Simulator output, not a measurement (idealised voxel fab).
A process module follows: voxel gate over fins.
Cross-section cut spans 175 nm and uses square cells 5 nm in size.
Cross-section, as written here: a square-cell grid given band by band from the top down, where a band holds one or more rows of cells.
First you get the band's top height and its bottom height, in nm, and then the materials it's made of, left to right, with each width in nm. If you see a single material with "everywhere", that one covers the band edge to edge. "air" is empty space.
Heights are expressed relative to 0, this being the level below which the as-received wafer comprises one material exclusively. The lowest band is unbounded in the downward direction and is denoted as in "top 0, no bottom".
The expression "30->40" gives the width at the extremes of the band, the first number at its top row of cells and the second at its bottom row, with the width changing by equal amounts from each row to the next in between.
It should be understood that the words "nothing different", when stated for a given step, signify that the cross-section underwent no change in any of its cells during that step.
The entry "Closed void inventory" lists the empty spaces that cover at least 8 cells and have no open path to the top. Each is written as width x height at distance, where the distance is measured from the left edge and all three values are in nm.
It should be noted that, on the line of a given step, the content following the step's settings is a remark produced by the simulator itself with respect to that step.
overlay nm: mask right of planned place by this much (step with mask). Neg. = left.

The planned process steps are enumerated hereunder:
| 1 | RECEIVE,material Si |
| 2 | CONFORMAL_DEP,material SiN,thk nm 10 |
| 3 | MASKED_ETCH,tone cover,mask id FINS,width nm 15,pitch nm 35,etch materials SiN,depth nm 10,overlay nm 0 |
| 4 | MASKED_ETCH,tone cover,mask id FINS,width nm 15,pitch nm 35,etch materials Si,depth nm 35,overlay nm 0 |
| 5 | OXIDIZE,depth nm 5 |
| 6 | FILL_DEP,material SiO2,thk nm 15 |
| 7 | CMP,height nm 10 |
| 8 | SELECTIVE_ETCH,etch materials SiO2,depth nm 20 |
| 9 | STRIP,etch materials SiN |
| 10 | CONFORMAL_DEP,material HfO2,thk nm 5 |
| 11 | CONFORMAL_DEP,material TiN,thk nm 5 |
| 12 | FILL_DEP,material W,thk nm 10 |
| 13 | CMP,height nm 15 |
| 14 | CONFORMAL_DEP,material SiN,thk nm 10 |

Run as planned: first of two wafers:

Cross-section, incoming material, after step 1:
- top 0, no bottom  Si everywhere
- Closed void inventory: none

Wafer section view after processing step 2:
- top 10, bottom 0  SiN everywhere
- Unchanged below 0.

Wafer section view after processing step 3:
- top 10, bottom 0  air: 25 / SiN: 15 / air: 20 / SiN: 15 / air: 20 / SiN: 15 / air: 20 / SiN: 15 / air: 30
- Unchanged below 0.

Wafer section view after processing step 4:
- top 10, bottom 0  air: 25 / SiN: 15 / air: 20 / SiN: 15 / air: 20 / SiN: 15 / air: 20 / SiN: 15 / air: 30
- top 0, bottom -35  air: 25 / Si: 15 / air: 20 / Si: 15 / air: 20 / Si: 15 / air: 20 / Si: 15 / air: 30
- Unchanged below -35.

Wafer section view after processing step 5:
- top 10, bottom 0  air: 25 / SiN: 15 / air: 20 / SiN: 15 / air: 20 / SiN: 15 / air: 20 / SiN: 15 / air: 30
- top 0, bottom -35  air: 25 / SiO2: 5 / Si: 5 / SiO2: 5 / air: 20 / SiO2: 5 / Si: 5 / SiO2: 5 / air: 20 / SiO2: 5 / Si: 5 / SiO2: 5 / air: 20 / SiO2: 5 / Si: 5 / SiO2: 5 / air: 30
- top -35, bottom -40  SiO2: 30 / Si: 5 / SiO2: 30 / Si: 5 / SiO2: 30 / Si: 5 / SiO2: 30 / Si: 5 / SiO2: 35
- Unchanged below -40.

Wafer section view after processing step 6:
- top 25, bottom 10  SiO2 everywhere
- top 10, bottom 0  SiO2: 25 / SiN: 15 / SiO2: 20 / SiN: 15 / SiO2: 20 / SiN: 15 / SiO2: 20 / SiN: 15 / SiO2: 30
- top 0, bottom -40  SiO2: 30 / Si: 5 / SiO2: 30 / Si: 5 / SiO2: 30 / Si: 5 / SiO2: 30 / Si: 5 / SiO2: 35
- Unchanged below -40.

Wafer section view after processing step 7:
- top 10, bottom 0  SiO2: 25 / SiN: 15 / SiO2: 20 / SiN: 15 / SiO2: 20 / SiN: 15 / SiO2: 20 / SiN: 15 / SiO2: 30
- Unchanged below 0.

Wafer section view after processing step 8:
- top 10, bottom 0  air: 25 / SiN: 15 / air: 20 / SiN: 15 / air: 20 / SiN: 15 / air: 20 / SiN: 15 / air: 30
- top 0, bottom -10  air: 30 / Si: 5 / air: 30 / Si: 5 / air: 30 / Si: 5 / air: 30 / Si: 5 / air: 35
- Unchanged below -10.

Wafer section view after processing step 9:
- top 0, bottom -10  air: 30 / Si: 5 / air: 30 / Si: 5 / air: 30 / Si: 5 / air: 30 / Si: 5 / air: 35
- Unchanged below -10.

Wafer section view after processing step 10:
- top 5, bottom 0  air: 25 / HfO2: 15 / air: 20 / HfO2: 15 / air: 20 / HfO2: 15 / air: 20 / HfO2: 15 / air: 30
- top 0, bottom -5  air: 25 / HfO2: 5 / Si: 5 / HfO2: 5 / air: 20 / HfO2: 5 / Si: 5 / HfO2: 5 / air: 20 / HfO2: 5 / Si: 5 / HfO2: 5 / air: 20 / HfO2: 5 / Si: 5 / HfO2: 5 / air: 30
- top -5, bottom -10  HfO2: 30 / Si: 5 / HfO2: 30 / Si: 5 / HfO2: 30 / Si: 5 / HfO2: 30 / Si: 5 / HfO2: 35
- Unchanged below -10.

Wafer section view after processing step 11:
- top 10, bottom 5  air: 20 / TiN: 25 / air: 10 / TiN: 25 / air: 10 / TiN: 25 / air: 10 / TiN: 25 / air: 25
- top 5, bottom 0  air: 20 / TiN: 5 / HfO2: 15 / TiN: 5 / air: 10 / TiN: 5 / HfO2: 15 / TiN: 5 / air: 10 / TiN: 5 / HfO2: 15 / TiN: 5 / air: 10 / TiN: 5 / HfO2: 15 / TiN: 5 / air: 25
- top 0, bottom -5  TiN: 25 / HfO2: 5 / Si: 5 / HfO2: 5 / TiN: 20 / HfO2: 5 / Si: 5 / HfO2: 5 / TiN: 20 / HfO2: 5 / Si: 5 / HfO2: 5 / TiN: 20 / HfO2: 5 / Si: 5 / HfO2: 5 / TiN: 30
- Unchanged below -5.

Wafer section view after processing step 12:
- top 20, bottom 10  W everywhere
- top 10, bottom 5  W: 20 / TiN: 25 / W: 10 / TiN: 25 / W: 10 / TiN: 25 / W: 10 / TiN: 25 / W: 25
- top 5, bottom 0  W: 20 / TiN: 5 / HfO2: 15 / TiN: 5 / W: 10 / TiN: 5 / HfO2: 15 / TiN: 5 / W: 10 / TiN: 5 / HfO2: 15 / TiN: 5 / W: 10 / TiN: 5 / HfO2: 15 / TiN: 5 / W: 25
- Unchanged below 0.

Wafer section view after processing step 13:
- top 15, bottom 10  W everywhere
- Unchanged below 10.

Wafer section view after processing step 14:
- top 25, bottom 15  SiN everywhere
- Unchanged below 15.

Wafer two. Identical start, identical plan. One mistake in execution. Identical history through step 2:

Second wafer: cross-section at the scheduled end of step 3:
- top 10, bottom 0  air: 25 / SiN: 20 / air: 15 / SiN: 20 / air: 15 / SiN: 20 / air: 15 / SiN: 20 / air: 25
- Unchanged below 0.

Second wafer: cross-section at the scheduled end of step 4:
- top 10, bottom 0  air: 25 / SiN: 20 / air: 15 / SiN: 20 / air: 15 / SiN: 20 / air: 15 / SiN: 20 / air: 25
- top 0, bottom -35  air: 25 / Si: 20 / air: 15 / Si: 20 / air: 15 / Si: 20 / air: 15 / Si: 20 / air: 25
- Unchanged below -35.

Second wafer: cross-section at the scheduled end of step 5:
- top 10, bottom 0  air: 25 / SiN: 20 / air: 15 / SiN: 20 / air: 15 / SiN: 20 / air: 15 / SiN: 20 / air: 25
- top 0, bottom -35  air: 25 / SiO2: 5 / Si: 10 / SiO2: 5 / air: 15 / SiO2: 5 / Si: 10 / SiO2: 5 / air: 15 / SiO2: 5 / Si: 10 / SiO2: 5 / air: 15 / SiO2: 5 / Si: 10 / SiO2: 5 / air: 25
- top -35, bottom -40  SiO2: 30 / Si: 10 / SiO2: 25 / Si: 10 / SiO2: 25 / Si: 10 / SiO2: 25 / Si: 10 / SiO2: 30
- Unchanged below -40.

Second wafer: cross-section at the scheduled end of step 6:
- top 25, bottom 10  SiO2 everywhere
- top 10, bottom 0  SiO2: 25 / SiN: 20 / SiO2: 15 / SiN: 20 / SiO2: 15 / SiN: 20 / SiO2: 15 / SiN: 20 / SiO2: 25
- top 0, bottom -40  SiO2: 30 / Si: 10 / SiO2: 25 / Si: 10 / SiO2: 25 / Si: 10 / SiO2: 25 / Si: 10 / SiO2: 30
- Unchanged below -40.

Second wafer: cross-section at the scheduled end of step 7:
- top 10, bottom 0  SiO2: 25 / SiN: 20 / SiO2: 15 / SiN: 20 / SiO2: 15 / SiN: 20 / SiO2: 15 / SiN: 20 / SiO2: 25
- Unchanged below 0.

Second wafer: cross-section at the scheduled end of step 8:
- top 10, bottom 0  air: 25 / SiN: 20 / air: 15 / SiN: 20 / air: 15 / SiN: 20 / air: 15 / SiN: 20 / air: 25
- top 0, bottom -10  air: 30 / Si: 10 / air: 25 / Si: 10 / air: 25 / Si: 10 / air: 25 / Si: 10 / air: 30
- Unchanged below -10.

Second wafer: cross-section at the scheduled end of step 9:
- top 0, bottom -10  air: 30 / Si: 10 / air: 25 / Si: 10 / air: 25 / Si: 10 / air: 25 / Si: 10 / air: 30
- Unchanged below -10.

Second wafer: cross-section at the scheduled end of step 10:
- top 5, bottom 0  air: 25 / HfO2: 20 / air: 15 / HfO2: 20 / air: 15 / HfO2: 20 / air: 15 / HfO2: 20 / air: 25
- top 0, bottom -5  air: 25 / HfO2: 5 / Si: 10 / HfO2: 5 / air: 15 / HfO2: 5 / Si: 10 / HfO2: 5 / air: 15 / HfO2: 5 / Si: 10 / HfO2: 5 / air: 15 / HfO2: 5 / Si: 10 / HfO2: 5 / air: 25
- top -5, bottom -10  HfO2: 30 / Si: 10 / HfO2: 25 / Si: 10 / HfO2: 25 / Si: 10 / HfO2: 25 / Si: 10 / HfO2: 30
- Unchanged below -10.

Second wafer: cross-section at the scheduled end of step 11:
- top 10, bottom 5  air: 20 / TiN: 30 / air: 5 / TiN: 30 / air: 5 / TiN: 30 / air: 5 / TiN: 30 / air: 20
- top 5, bottom 0  air: 20 / TiN: 5 / HfO2: 20 / TiN: 5 / air: 5 / TiN: 5 / HfO2: 20 / TiN: 5 / air: 5 / TiN: 5 / HfO2: 20 / TiN: 5 / air: 5 / TiN: 5 / HfO2: 20 / TiN: 5 / air: 20
- top 0, bottom -5  TiN: 25 / HfO2: 5 / Si: 10 / HfO2: 5 / TiN: 15 / HfO2: 5 / Si: 10 / HfO2: 5 / TiN: 15 / HfO2: 5 / Si: 10 / HfO2: 5 / TiN: 15 / HfO2: 5 / Si: 10 / HfO2: 5 / TiN: 25
- Unchanged below -5.

Second wafer: cross-section at the scheduled end of step 12:
- top 20, bottom 10  W everywhere
- top 10, bottom 5  W: 20 / TiN: 30 / W: 5 / TiN: 30 / W: 5 / TiN: 30 / W: 5 / TiN: 30 / W: 20
- top 5, bottom 0  W: 20 / TiN: 5 / HfO2: 20 / TiN: 5 / W: 5 / TiN: 5 / HfO2: 20 / TiN: 5 / W: 5 / TiN: 5 / HfO2: 20 / TiN: 5 / W: 5 / TiN: 5 / HfO2: 20 / TiN: 5 / W: 20
- Unchanged below 0.

Second wafer: cross-section at the scheduled end of step 13:
- top 15, bottom 10  W everywhere
- Unchanged below 10.

Second wafer: cross-section at the scheduled end of step 14:
- top 25, bottom 15  SiN everywhere
- Unchanged below 15.
Want to know what went wrong? not per plan at step 3, really ran MASKED_ETCH,tone cover,mask id FINS,width nm 20,pitch nm 35,etch materials SiN,depth nm 10,overlay nm 0
Materials where the second wafer ends with more or fewer cells than the first: Si: 32 more; SiO2: 24 fewer; W: 8 fewer
